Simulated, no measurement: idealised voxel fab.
Process module heading - voxel lift off
Shown is cross-section cut, with a width of 300 nm and square cells of size 5 nm.
Cross-sections here: square-cell grids, written as top-down lists of bands, a band being one or more rows of cells.
Heights first: top, then bottom, in nm. Then materials, left to right, each with a width in nm. "full width" on a single material: fills the band edge to edge. "air": empty space.
Where do heights start? At 0: under that level the wafer as delivered is made of one material only. And the lowest band has no floor; it just carries on downward, as in "top 0, no bottom".
It should be noted that a width expressed as "30 to 40" varies in equal increments from row to row of cells within the band, taking the value of the first number at the top row and that of the second number at the bottom row.
No cell of the cross-section changed in a step that is given as "nothing altered".
What "Sealed void list" gives you is every empty space of 8 cells or more that is cut off from the top. Each appears as width x height at distance, with the distance taken from the left edge and width, height and distance all in nm.
Where a step's line continues beyond its settings, the continuation is a remark by the simulator itself on that step.
You can add "overlay nm" to a step's line. For a step with a mask, it describes how far the mask lay to the right of its planned position, and a negative number describes a lay to the left.
This section lists the process steps that were planned:
1) RECEIVE,material Si
2) CONFORMAL_DEP,material SiN,thk nm 5
3) PATTERN,tone open,mask id LINES,material resist,width nm 25,pitch nm 50,thk nm 20,overlay nm 0
4) DIRECTIONAL_DEP,material Ru,thk nm 10
5) STRIP,etch materials resist
6) CONFORMAL_DEP,material SiN,thk nm 5
So, the first of our two wafers, run just as we planned it:
Cross-section, incoming material, after step 1:
    top 0, no bottom | Si full width
    Sealed void list: none
Take a look at the wafer's cross-section after step 2:
    top 5, bottom 0 | SiN full width
    Nothing below the height 0 has changed.
Take a look at the wafer's cross-section after step 3:
    top 25, bottom 5 | 85 resist; 25 air; 25 resist; 25 air; 25 resist; 25 air; 90 resist
    Nothing below the height 5 has changed.
Take a look at the wafer's cross-section after step 4:
    top 35, bottom 25 | 85 Ru; 25 air; 25 Ru; 25 air; 25 Ru; 25 air; 90 Ru
    top 25, bottom 15 | 85 resist; 25 air; 25 resist; 25 air; 25 resist; 25 air; 90 resist
    top 15, bottom 5 | 85 resist; 25 Ru; 25 resist; 25 Ru; 25 resist; 25 Ru; 90 resist
    Nothing below the height 5 has changed.
Take a look at the wafer's cross-section after step 5:
    top 15, bottom 5 | 85 air; 25 Ru; 25 air; 25 Ru; 25 air; 25 Ru; 90 air
    Nothing below the height 5 has changed.
Take a look at the wafer's cross-section after step 6:
    top 20, bottom 15 | 80 air; 35 SiN; 15 air; 35 SiN; 15 air; 35 SiN; 85 air
    top 15, bottom 10 | 80 air; 5 SiN; 25 Ru; 5 SiN; 15 air; 5 SiN; 25 Ru; 5 SiN; 15 air; 5 SiN; 25 Ru; 5 SiN; 85 air
    top 10, bottom 5 | 85 SiN; 25 Ru; 25 SiN; 25 Ru; 25 SiN; 25 Ru; 90 SiN
    Nothing below the height 5 has changed.
Notes, second wafer: start = first wafer's, plan = first wafer's, execution had one mistake; history identical to first through step 2:
Second wafer, cut view, end of step 3 per plan:
    top 25, bottom 5 | 85 resist; 30 air; 20 resist; 30 air; 20 resist; 30 air; 85 resist
    Nothing below the height 5 has changed.
Second wafer, cut view, end of step 4 per plan:
    top 35, bottom 25 | 85 Ru; 30 air; 20 Ru; 30 air; 20 Ru; 30 air; 85 Ru
    top 25, bottom 15 | 85 resist; 30 air; 20 resist; 30 air; 20 resist; 30 air; 85 resist
    top 15, bottom 5 | 85 resist; 30 Ru; 20 resist; 30 Ru; 20 resist; 30 Ru; 85 resist
    Nothing below the height 5 has changed.
Second wafer, cut view, end of step 5 per plan:
    top 15, bottom 5 | 85 air; 30 Ru; 20 air; 30 Ru; 20 air; 30 Ru; 85 air
    Nothing below the height 5 has changed.
Second wafer, cut view, end of step 6 per plan:
    top 20, bottom 15 | 80 air; 40 SiN; 10 air; 40 SiN; 10 air; 40 SiN; 80 air
    top 15, bottom 10 | 80 air; 5 SiN; 30 Ru; 5 SiN; 10 air; 5 SiN; 30 Ru; 5 SiN; 10 air; 5 SiN; 30 Ru; 5 SiN; 80 air
    top 10, bottom 5 | 85 SiN; 30 Ru; 20 SiN; 30 Ru; 20 SiN; 30 Ru; 85 SiN
    Nothing below the height 5 has changed.
Against the plan, the run slipped here: step 3 was run on a setting that differed from the plan, and what really ran there is PATTERN,tone open,mask id LINES,material resist,width nm 30,pitch nm 50,thk nm 20,overlay nm 0
The second wafer ends with more or fewer cells of some materials than the first, per final count: 6 more of Ru
